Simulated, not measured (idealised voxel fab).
process module | voxel self aligned vias
cross-section cut | 275 nm wide | cells 5 nm
A cross-section is a grid of square cells, given in bands from the top down. A band is one or more rows of cells.
Each band's line starts with the height of the band's top and of its bottom, in nm. Then come its materials from left to right, each with its width in nm. One material with "throughout" fills the band from edge to edge. "air" is empty space.
Height 0 is the level under which the wafer as received is all one material. The lowest band goes on downwards, as in "0 down".
A width such as "30 to 40" changes by the same amount from each row of cells to the next, from the band's top row to its bottom row.
"no change" after a step means that no cell of the cross-section changed.
closed voids: empty space of 8 cells or more with no open way to the top, each as width x height at its distance from the left edge, in nm
after a step's settings: what the simulator itself notes on the step
overlay nm, on a step with a mask: how far to the right of its planned place the mask lay; to the left if negative
plan
1 op RECEIVE | material Si
2 op CONFORMAL_DEP | material SiO2 | thk nm 10
3 op CONFORMAL_DEP | material SiCN | thk nm 5
4 op DIRECTIONAL_DEP | material SiO2 | thk nm 20
5 op MASKED_ETCH | tone open | mask id LINES | width nm 20 | pitch nm 50 | etch materials SiO2 | depth nm 20 | overlay nm 0
6 op CONFORMAL_DEP | material TiN | thk nm 5
7 op FILL_DEP | material W | thk nm 10
8 op CMP | height nm 35
9 op SELECTIVE_ETCH | etch materials W Ru TiN | depth nm 10
10 op FILL_DEP | material SiN | thk nm 10
11 op CMP | height nm 35
12 op DIRECTIONAL_DEP | material SiO2 | thk nm 15
13 op PATTERN | tone open | mask id VIAS | material resist | width nm 30 | thk nm 15 | overlay nm 0
14 op DIRECTIONAL_ETCH | etch materials SiO2 | depth nm 15
15 op DIRECTIONAL_ETCH | etch materials SiN | depth nm 10
16 op STRIP | etch materials resist
17 op CONFORMAL_DEP | material TiN | thk nm 5
18 op FILL_DEP | material Ru | thk nm 5
19 op CMP | height nm 50
20 op CONFORMAL_DEP | material SiN | thk nm 5
as received, after step 1
  0 down: Si throughout
  closed voids: none
a wafer at the end: this start, this plan, one mistake
  55 to 50: SiN throughout
  50 to 40: SiO2 95 | TiN 5 | Ru 20 | TiN 5 | SiO2 150
  40 to 35: SiO2 95 | TiN 30 | SiO2 150
  35 to 30: SiCN throughout
  30 to 0: SiO2 throughout
  0 down: Si throughout
  closed voids: none
what went wrong: steps 3 and 4 were swapped
